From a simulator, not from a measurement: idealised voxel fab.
Process module name: voxel ribs on slabs
Section shown: cut. Width: 275 nm. Cell size: 5 nm, square.
Cross-sections here: square-cell grids, written as top-down lists of bands, a band being one or more rows of cells.
First you get the band's top height and its bottom height, in nm, and then the materials it's made of, left to right, with each width in nm. If you see a single material with "all across", that one covers the band edge to edge. "empty" is empty space.
The level at which height equals 0 is the one under which the wafer, as it arrives, is entirely one material. No lower edge exists for the bottom band, which continues downward and is notated as in "from 0 down".
The two numbers in a width such as "30->40" mark its ends across the band: the first belongs to the top row of cells, the second to the bottom row, and from each row to the next the width moves by the same amount.
For the purposes of this document, the phrase "changes: none" attached to a step denotes that no cell within the cross-section was modified by that step.
Entry "Closed void inventory". Content: empty spaces with no open connection to the top, size 8 cells or greater. Each: width x height at distance. Distance: from left edge. Unit: nm.
Step line, after settings: the simulator's comment on this step.
overlay nm: step with mask; distance mask lay right of planned place; negative value = left of planned place.
# The steps planned for the process are as follows
1 RECEIVE, material Si
2 DIRECTIONAL_DEP, material SiO2, thk nm 30
3 DIRECTIONAL_DEP, material polySi, thk nm 25
4 MASKED_ETCH, tone cover, mask id RIB, width nm 20, etch materials polySi, depth nm 5, overlay nm 0
5 MASKED_ETCH, tone cover, mask id SLAB, width nm 80, etch materials polySi, depth nm 20, overlay nm 0
6 FILL_DEP, material SiO2, thk nm 20
7 CMP, height nm 70
8 DIRECTIONAL_DEP, material TiN, thk nm 10
9 MASKED_ETCH, tone cover, mask id HEATER, width nm 30, etch materials TiN, depth nm 10, overlay nm 0
10 CONFORMAL_DEP, material SiN, thk nm 10
# So this is the incoming wafer in cross-section - it's already been through step 1
- from 0 down  Si all across
- Closed void inventory: none
# Same starting wafer, same plan as above, one mistake in the execution; this is the cross-section at the end of the module
- from 90 to 80  110 nm empty  50 nm SiN  115 nm empty
- from 80 to 70  120 nm SiN  30 nm TiN  125 nm SiN
- from 70 to 55  SiO2 all across
- from 55 to 50  125 nm SiO2  20 nm polySi  130 nm SiO2
- from 50 to 30  90 nm SiO2  90 nm polySi  95 nm SiO2
- from 30 to 0  SiO2 all across
- from 0 down  Si all across
- Closed void inventory: none
Deviation from plan: step 5: run off-plan, actual operation and settings MASKED_ETCH, tone cover, mask id SLAB, width nm 90, etch materials polySi, depth nm 20, overlay nm 0
